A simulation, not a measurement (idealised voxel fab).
The name of this process module is voxel tone inversion.
Pictured: cross-section cut, 250 nm wide, on a grid of 5 nm square cells.
Notation: cross-section as square-cell grid; stated in bands, top first, going down; one or more cell rows per band.
Band: top height; bottom height; in nm. Then, left to right: material with width in nm, for each material. "everywhere": a single material spanning edge to edge. "blank": empty space.
The reference from which all heights are counted is 0, the level beneath which the as-received wafer is entirely one material; the lowest band, having no lower bound, proceeds downward and is written after the example "z 0 and below".
With a width like "30 to 40", each row of cells in the band differs from the next by the same amount, the top row carrying the first number and the bottom row the second.
For the purposes of this document, the phrase "all unchanged" attached to a step denotes that no cell within the cross-section was modified by that step.
So "Closed internal voids" is basically the list of trapped voids: any empty space of 8 cells or more that can't reach the top through an opening. They're written width x height at distance, the distance being from the left edge, and it's all nm.
It should be noted that, on the line of a given step, the content following the step's settings is a remark produced by the simulator itself with respect to that step.
overlay nm: step with mask; distance mask lay right of planned place; negative value = left of planned place.
### The steps planned for the process are as follows
1. RECEIVE [material Si]
2. CONFORMAL_DEP [material SiN] [thk nm 5]
3. DIRECTIONAL_DEP [material aC] [thk nm 20]
4. PATTERN [tone cover] [mask id POSTS] [material resist] [width nm 20] [pitch nm 45] [thk nm 30] [overlay nm 0]
5. DIRECTIONAL_ETCH [etch materials aC] [depth nm 20]
6. STRIP [etch materials resist]
7. FILL_DEP [material SiO2] [thk nm 5]
8. CMP [height nm 25]
9. STRIP [etch materials aC]
10. CONFORMAL_DEP [material TiN] [thk nm 5]
11. FILL_DEP [material W] [thk nm 5]
12. CMP [height nm 25]
13. CONFORMAL_DEP [material SiCN] [thk nm 5]
### Delivered wafer in cross-section: state after step 1
z 0 and below = Si everywhere
Closed internal voids: none
### Figure: cross-sectional view of the wafer upon completion of the module, processed from the initial state and according to the plan depicted above, with one error introduced during execution
z 30 to 25 = SiCN everywhere
z 25 to 0 = SiN everywhere
z 0 and below = Si everywhere
Closed internal voids: none
Want to know what went wrong? step 3 was run on a setting that differed from the plan, and what really ran there is DIRECTIONAL_DEP [material SiN] [thk nm 20]
